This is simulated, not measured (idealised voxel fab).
A process module follows: voxel lift off.
In the cross-section labelled cut, the width is 155 nm and each square cell is 5 nm.
For the purposes of this document, a cross-section shall be understood as a grid of square cells, specified as bands listed in top-to-bottom order, each band consisting of one or more rows of cells. First you get the band's top height and its bottom height, in nm, and then the materials it's made of, left to right, with each width in nm. If you see a single material with "everywhere", that one covers the band edge to edge. "empty" is empty space. Convention: height 0 is the level below which the wafer, as received, is all one material. The lowest band does not terminate at the bottom but continues downward, represented as "0..down". Width spec "30..40" -> top row of cells at first value, bottom row at second value, equal per-row change in between. Key: "left unchanged" - step with no changed cell in the cross-section. Voids not open to the top, 8 cells minimum: see "Sealed voids". Written width x height at distance; distance is from the left edge; nm. On each step's line, the part that comes after the settings is the simulator's own comment on the step. You can add "overlay nm" to a step's line. For a step with a mask, it describes how far the mask lay to the right of its planned position, and a negative number describes a lay to the left.
Intended process steps:
| 1 | RECEIVE: material Si |
| 2 | CONFORMAL_DEP: material Al2O3, thk nm 15 |
| 3 | PATTERN: tone open, mask id LINES, material resist, width nm 15, pitch nm 40, thk nm 25, overlay nm 0 |
| 4 | DIRECTIONAL_DEP: material Ru, thk nm 15 |
| 5 | STRIP: etch materials resist |
| 6 | CONFORMAL_DEP: material SiO2, thk nm 5 |
The first of two wafers, run as planned:
So this is the incoming wafer in cross-section - it's already been through step 1:
0..down = Si everywhere
Sealed voids: none
After step 2, in cross-section:
15..0 = Al2O3 everywhere
Heights below 0 show no change.
After step 3, in cross-section:
40..15 = 30 nm resist, then 15 nm empty, then 25 nm resist, then 15 nm empty, then 25 nm resist, then 15 nm empty, then 30 nm resist
Heights below 15 show no change.
After step 4, in cross-section:
55..40 = 30 nm Ru, then 15 nm empty, then 25 nm Ru, then 15 nm empty, then 25 nm Ru, then 15 nm empty, then 30 nm Ru
40..30 = 30 nm resist, then 15 nm empty, then 25 nm resist, then 15 nm empty, then 25 nm resist, then 15 nm empty, then 30 nm resist
30..15 = 30 nm resist, then 15 nm Ru, then 25 nm resist, then 15 nm Ru, then 25 nm resist, then 15 nm Ru, then 30 nm resist
Heights below 15 show no change.
After step 5, in cross-section:
30..15 = 30 nm empty, then 15 nm Ru, then 25 nm empty, then 15 nm Ru, then 25 nm empty, then 15 nm Ru, then 30 nm empty
Heights below 15 show no change.
After step 6, in cross-section:
35..30 = 25 nm empty, then 25 nm SiO2, then 15 nm empty, then 25 nm SiO2, then 15 nm empty, then 25 nm SiO2, then 25 nm empty
30..20 = 25 nm empty, then 5 nm SiO2, then 15 nm Ru, then 5 nm SiO2, then 15 nm empty, then 5 nm SiO2, then 15 nm Ru, then 5 nm SiO2, then 15 nm empty, then 5 nm SiO2, then 15 nm Ru, then 5 nm SiO2, then 25 nm empty
20..15 = 30 nm SiO2, then 15 nm Ru, then 25 nm SiO2, then 15 nm Ru, then 25 nm SiO2, then 15 nm Ru, then 30 nm SiO2
Heights below 15 show no change.
Second wafer, same starting conditions and recipe as the first, one mistake in executing it, nothing differs from the first up to and including step 1:
Cross-sectional representation of the second wafer at the time designated in the plan for the completion of step 2:
20..0 = Al2O3 everywhere
Heights below 0 show no change.
Cross-sectional representation of the second wafer at the time designated in the plan for the completion of step 3:
45..20 = 30 nm resist, then 15 nm empty, then 25 nm resist, then 15 nm empty, then 25 nm resist, then 15 nm empty, then 30 nm resist
Heights below 20 show no change.
Cross-sectional representation of the second wafer at the time designated in the plan for the completion of step 4:
60..45 = 30 nm Ru, then 15 nm empty, then 25 nm Ru, then 15 nm empty, then 25 nm Ru, then 15 nm empty, then 30 nm Ru
45..35 = 30 nm resist, then 15 nm empty, then 25 nm resist, then 15 nm empty, then 25 nm resist, then 15 nm empty, then 30 nm resist
35..20 = 30 nm resist, then 15 nm Ru, then 25 nm resist, then 15 nm Ru, then 25 nm resist, then 15 nm Ru, then 30 nm resist
Heights below 20 show no change.
Cross-sectional representation of the second wafer at the time designated in the plan for the completion of step 5:
35..20 = 30 nm empty, then 15 nm Ru, then 25 nm empty, then 15 nm Ru, then 25 nm empty, then 15 nm Ru, then 30 nm empty
Heights below 20 show no change.
Cross-sectional representation of the second wafer at the time designated in the plan for the completion of step 6:
40..35 = 25 nm empty, then 25 nm SiO2, then 15 nm empty, then 25 nm SiO2, then 15 nm empty, then 25 nm SiO2, then 25 nm empty
35..25 = 25 nm empty, then 5 nm SiO2, then 15 nm Ru, then 5 nm SiO2, then 15 nm empty, then 5 nm SiO2, then 15 nm Ru, then 5 nm SiO2, then 15 nm empty, then 5 nm SiO2, then 15 nm Ru, then 5 nm SiO2, then 25 nm empty
25..20 = 30 nm SiO2, then 15 nm Ru, then 25 nm SiO2, then 15 nm Ru, then 25 nm SiO2, then 15 nm Ru, then 30 nm SiO2
Heights below 20 show no change.
Deviation from plan: step 2 ran as: CONFORMAL_DEP: material Al2O3, thk nm 20
In the final state, the cell counts of the second wafer exceed or fall short of those of the first for the following materials: +31 Al2O3
